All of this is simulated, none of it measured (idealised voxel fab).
Name of the process module below: voxel ribs on slabs
Cross-section cut spans 155 nm and uses square cells 5 nm in size.
A cross-section is written here as square cells arranged in a grid, and it is given in bands from the top down, each band taking up one or more rows of cells.
Band: top height; bottom height; in nm. Then, left to right: material with width in nm, for each material. "everywhere": a single material spanning edge to edge. "empty": empty space.
All heights in this document are referenced to 0, defined as the level beneath which the wafer, as received, consists entirely of one material. The lowest band is not bounded below; it extends indefinitely downward and is written in the form "0 nm and below".
Width: "30..40" (first number = top row, second number = bottom row, same change from row to row of cells).
Basically "no modification" means that step didn't change any cell in the cross-section.
Empty spaces without an open route to the top, at least 8 cells in extent, make up the entry "Trapped voids"; each is given as width x height at distance, where the distance is measured from the left edge, and all are in nm.
Post-settings text on a step line: simulator's own remark regarding the step.
"overlay nm", when on a step's line for a step with a mask, measures how far to the right of its planned place the mask lay; a negative measure means to the left.

The steps planned for the process are as follows
1 op RECEIVE | material Si
2 op DIRECTIONAL_DEP | material SiO2 | thk nm 20
3 op DIRECTIONAL_DEP | material polySi | thk nm 25
4 op MASKED_ETCH | tone cover | mask id RIB | width nm 30 | etch materials polySi | depth nm 20 | overlay nm 0
5 op DIRECTIONAL_DEP | material aC | thk nm 15
6 op PATTERN | tone cover | mask id SLAB | material resist | width nm 60 | thk nm 35 | overlay nm 0
7 op DIRECTIONAL_ETCH | etch materials aC | depth nm 15
8 op STRIP | etch materials resist
9 op DIRECTIONAL_ETCH | etch materials polySi | depth nm 5
10 op STRIP | etch materials aC
11 op FILL_DEP | material SiO2 | thk nm 20
12 op CMP | height nm 60
13 op DIRECTIONAL_DEP | material W | thk nm 10
14 op PATTERN | tone cover | mask id HEATER | material resist | width nm 40 | thk nm 15 | overlay nm 0
15 op DIRECTIONAL_ETCH | etch materials W | depth nm 10
16 op STRIP | etch materials resist
17 op CONFORMAL_DEP | material SiO2 | thk nm 10

Shown in cross-section is the wafer as received, that is, as it stands after step 1
0 nm and below = Si everywhere
Trapped voids: none

Cross-sectional image of the first of two wafers at the end of the module, the run having proceeded as planned
80 nm to 70 nm = 45 empty / 60 SiO2 / 50 empty
70 nm to 60 nm = 55 SiO2 / 40 W / 60 SiO2
60 nm to 45 nm = SiO2 everywhere
45 nm to 25 nm = 60 SiO2 / 30 polySi / 65 SiO2
25 nm to 20 nm = 45 SiO2 / 60 polySi / 50 SiO2
20 nm to 0 nm = SiO2 everywhere
0 nm and below = Si everywhere
Trapped voids: none

Wafer two (of two), end-of-module cross-section: start = wafer one, plan = wafer one, one run mistake
80 nm to 70 nm = 45 empty / 60 SiO2 / 50 empty
70 nm to 60 nm = 55 SiO2 / 40 W / 60 SiO2
60 nm to 25 nm = SiO2 everywhere
25 nm to 0 nm = polySi everywhere
0 nm and below = Si everywhere
Trapped voids: none
Misprocessing identified: order of steps 2 and 3 inverted relative to the plan
Upon completion, the second wafer contains, in terms of cells, a greater or smaller amount of certain materials than the first wafer: 119 fewer of SiO2, 119 more of polySi
